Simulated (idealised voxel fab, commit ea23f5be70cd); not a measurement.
process module | voxel self aligned vias
cross-section cut | 240 nm wide | cells 5 nm
A cross-section is a grid of square cells, given in bands from the top down. A band is one or more rows of cells.
Each band's line starts with the height of the band's top and of its bottom, in nm. Then come its materials from left to right, each with its width in nm. One material with "throughout" fills the band from edge to edge. "air" is empty space.
Height 0 is the level under which the wafer as received is all one material. The lowest band goes on downwards, as in "0 down".
A width such as "30 to 40" changes by the same amount from each row of cells to the next, from the band's top row to its bottom row.
"no change" after a step means that no cell of the cross-section changed.
closed voids: empty space of 8 cells or more with no open way to the top, each as width x height at its distance from the left edge, in nm
after a step's settings: what the simulator itself notes on the step
overlay nm, on a step with a mask: how far to the right of its planned place the mask lay; to the left if negative
plan
1 op RECEIVE | material Si
2 op CONFORMAL_DEP | material SiO2 | thk nm 15
3 op CONFORMAL_DEP | material SiCN | thk nm 5
4 op DIRECTIONAL_DEP | material lowk | thk nm 25
5 op DIRECTIONAL_DEP | material aC | thk nm 15
6 op PATTERN | tone open | mask id LINES | material resist | width nm 25 | pitch nm 65 | thk nm 35 | overlay nm 0
7 op DIRECTIONAL_ETCH | etch materials aC | depth nm 15
8 op STRIP | etch materials resist
9 op DIRECTIONAL_ETCH | etch materials lowk | depth nm 25
10 op STRIP | etch materials aC
11 op CONFORMAL_DEP | material TiN | thk nm 5
12 op FILL_DEP | material W | thk nm 5
13 op CMP | height nm 45
14 op SELECTIVE_ETCH | etch materials W Ru TiN | depth nm 10
15 op FILL_DEP | material SiN | thk nm 5
16 op CMP | height nm 45
17 op DIRECTIONAL_DEP | material lowk | thk nm 15
18 op MASKED_ETCH | tone open | mask id VIAS | width nm 35 | pitch nm 130 | etch materials lowk | depth nm 15 | overlay nm 0
19 op MASKED_ETCH | tone open | mask id VIAS | width nm 35 | pitch nm 130 | etch materials SiN | depth nm 10 | overlay nm 0
20 op CONFORMAL_DEP | material TiN | thk nm 5
21 op FILL_DEP | material Cu | thk nm 5
22 op CMP | height nm 60
23 op CONFORMAL_DEP | material SiCN | thk nm 5
as received, after step 1
  0 down: Si throughout
  closed voids: none
first wafer at the end, as planned
  65 to 60: SiCN throughout
  60 to 50: lowk 35 | TiN 5 | Cu 25 | TiN 5 | lowk 95 | TiN 5 | Cu 25 | TiN 5 | lowk 40
  50 to 45: lowk 35 | TiN 10 | Cu 15 | TiN 10 | lowk 95 | TiN 10 | Cu 15 | TiN 10 | lowk 40
  45 to 40: lowk 40 | TiN 5 | Cu 15 | TiN 5 | lowk 40 | SiN 25 | lowk 40 | TiN 5 | Cu 15 | TiN 5 | lowk 45
  40 to 35: lowk 40 | TiN 25 | lowk 40 | SiN 25 | lowk 40 | TiN 25 | lowk 45
  35 to 25: lowk 40 | TiN 5 | W 15 | TiN 5 | lowk 40 | TiN 5 | W 15 | TiN 5 | lowk 40 | TiN 5 | W 15 | TiN 5 | lowk 45
  25 to 20: lowk 40 | TiN 25 | lowk 40 | TiN 25 | lowk 40 | TiN 25 | lowk 45
  20 to 15: SiCN throughout
  15 to 0: SiO2 throughout
  0 down: Si throughout
  closed voids: none
second wafer at the end: like start, like plan, one mistake
  65 to 60: SiCN throughout
  60 to 50: lowk 35 | TiN 5 | Cu 25 | TiN 5 | lowk 95 | TiN 5 | Cu 25 | TiN 5 | lowk 40
  50 to 45: lowk 35 | TiN 10 | Cu 15 | TiN 10 | lowk 95 | TiN 10 | Cu 15 | TiN 10 | lowk 40
  45 to 40: lowk 40 | TiN 5 | Cu 15 | TiN 5 | lowk 40 | SiN 25 | lowk 40 | TiN 5 | Cu 15 | TiN 5 | lowk 45
  40 to 35: lowk 40 | TiN 25 | lowk 40 | SiN 25 | lowk 40 | TiN 25 | lowk 45
  35 to 25: lowk 40 | TiN 5 | W 15 | TiN 5 | lowk 40 | TiN 5 | W 15 | TiN 5 | lowk 40 | TiN 5 | W 15 | TiN 5 | lowk 45
  25 to 20: lowk 40 | TiN 25 | lowk 40 | TiN 25 | lowk 40 | TiN 25 | lowk 45
  20 to 5: SiO2 throughout
  5 to 0: SiCN throughout
  0 down: Si throughout
  closed voids: none
what went wrong: steps 2 and 3 were swapped
at the end the second wafer has, in cells: as many of each material as the first, in other places
